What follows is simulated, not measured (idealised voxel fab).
Process module heading - voxel wiring stack
Shown is cross-section cut, with a width of 260 nm and square cells of size 5 nm.
Reading order for cross-sections: top band down to bottom band. Underlying form: a grid of square cells. Band size: one or more rows of cells.
Band entry format. Leading values: height of top, height of bottom, nm. Remainder: materials in left-to-right order, each with its width in nm. Special words: "full width" on a single material, which then fills the band edge to edge; "blank", empty space.
The level at which height equals 0 is the one under which the wafer, as it arrives, is entirely one material. No lower edge exists for the bottom band, which continues downward and is notated as in "0 down".
A width such as "30->40" changes by the same amount from each row of cells to the next, from the band's top row to its bottom row.
You'll sometimes find "no change occurred" written for a step, and that's the way of saying that nowhere in the cross-section did a cell change during that step.
"Fully enclosed voids" specifies each empty space that is not open to the top and that occupies no fewer than 8 cells, using the form width x height at distance, the distance measured from the left edge and all three quantities in nm.
Heads up: the bit after the settings on a step's line is the simulator's remark on that step.
For masked steps, "overlay nm" on the step line gives how far right of plan the mask actually lay; a minus sign means it lay to the left.
**Planned process steps**
1) RECEIVE [material Si]
2) CONFORMAL_DEP [material SiO2] [thk nm 15]
3) DIRECTIONAL_DEP [material TiN] [thk nm 5]
4) DIRECTIONAL_DEP [material W] [thk nm 20]
5) PATTERN [tone cover] [mask id METAL_1] [material resist] [width nm 20] [pitch nm 45] [thk nm 15] [overlay nm 0]
6) DIRECTIONAL_ETCH [etch materials W] [depth nm 20]
7) DIRECTIONAL_ETCH [etch materials TiN] [depth nm 5]
8) STRIP [etch materials resist]
9) FILL_DEP [material SiO2] [thk nm 10]
10) CMP [height nm 40]
11) CONFORMAL_DEP [material SiCN] [thk nm 5]
12) DIRECTIONAL_DEP [material lowk] [thk nm 30]
13) DIRECTIONAL_DEP [material aC] [thk nm 10]
14) PATTERN [tone open] [mask id METAL_2_HOLES] [material resist] [width nm 15] [pitch nm 90] [thk nm 30] [overlay nm 0]
15) DIRECTIONAL_ETCH [etch materials aC] [depth nm 10]
16) STRIP [etch materials resist]
17) DIRECTIONAL_ETCH [etch materials lowk] [depth nm 30]
18) STRIP [etch materials aC]
19) PATTERN [tone open] [mask id METAL_2] [material resist] [width nm 20] [pitch nm 45] [thk nm 15] [overlay nm 0]
20) DIRECTIONAL_ETCH [etch materials lowk] [depth nm 20]
21) DIRECTIONAL_ETCH [etch materials SiCN] [depth nm 5]
22) STRIP [etch materials resist]
23) CONFORMAL_DEP [material TiN] [thk nm 5]
24) FILL_DEP [material Ru] [thk nm 5]
25) CMP [height nm 75]
26) CONFORMAL_DEP [material SiCN] [thk nm 5]
27) DIRECTIONAL_DEP [material lowk] [thk nm 10]
28) DIRECTIONAL_DEP [material aC] [thk nm 15]
29) PATTERN [tone open] [mask id PLUG_2] [material resist] [width nm 15] [pitch nm 45] [thk nm 30] [overlay nm 0]
30) DIRECTIONAL_ETCH [etch materials aC] [depth nm 15]
31) STRIP [etch materials resist]
32) DIRECTIONAL_ETCH [etch materials lowk] [depth nm 10]
33) DIRECTIONAL_ETCH [etch materials SiCN] [depth nm 5]
34) STRIP [etch materials aC]
35) CONFORMAL_DEP [material TiN] [thk nm 5]
36) FILL_DEP [material Ru] [thk nm 10]
37) CMP [height nm 90]
38) DIRECTIONAL_DEP [material TiN] [thk nm 5]
39) DIRECTIONAL_DEP [material W] [thk nm 15]
40) PATTERN [tone cover] [mask id METAL_3] [material resist] [width nm 20] [pitch nm 45] [thk nm 15] [overlay nm 0]
41) DIRECTIONAL_ETCH [etch materials W] [depth nm 15]
42) DIRECTIONAL_ETCH [etch materials TiN] [depth nm 5]
43) STRIP [etch materials resist]
44) FILL_DEP [material lowk] [thk nm 5]
45) CMP [height nm 110]
46) CONFORMAL_DEP [material SiN] [thk nm 5]
**Here's what the wafer looked like in cross-section when it arrived - that's after step 1**
    0 down = Si full width
    Fully enclosed voids: none
**Wafer cross-section at end of module: start and plan as shown above, one execution error**
    115 to 110 = SiN full width
    110 to 95 = lowk: 50, W: 20, lowk: 25, W: 20, lowk: 25, W: 20, lowk: 25, W: 20, lowk: 55
    95 to 90 = lowk: 50, TiN: 20, lowk: 25, TiN: 20, lowk: 25, TiN: 20, lowk: 25, TiN: 20, lowk: 55
    90 to 80 = lowk: 50, TiN: 5, Ru: 5, TiN: 5, lowk: 30, TiN: 5, Ru: 5, TiN: 5, lowk: 30, TiN: 5, Ru: 5, TiN: 5, lowk: 30, TiN: 5, Ru: 5, TiN: 5, lowk: 60
    80 to 75 = SiCN: 50, TiN: 15, SiCN: 30, TiN: 15, SiCN: 30, TiN: 15, SiCN: 30, TiN: 15, SiCN: 60
    75 to 60 = lowk: 50, TiN: 5, Ru: 5, TiN: 5, lowk: 75, TiN: 5, Ru: 5, TiN: 5, lowk: 105
    60 to 55 = lowk: 50, TiN: 15, lowk: 75, TiN: 15, lowk: 105
    55 to 45 = lowk full width
    45 to 40 = SiCN full width
    40 to 20 = SiO2: 50, W: 20, SiO2: 25, W: 20, SiO2: 25, W: 20, SiO2: 25, W: 20, SiO2: 55
    20 to 15 = SiO2: 50, TiN: 20, SiO2: 25, TiN: 20, SiO2: 25, TiN: 20, SiO2: 25, TiN: 20, SiO2: 55
    15 to 0 = SiO2 full width
    0 down = Si full width
    Fully enclosed voids: none
What was done differently from what was planned? step 12 of the plan was executed twice over
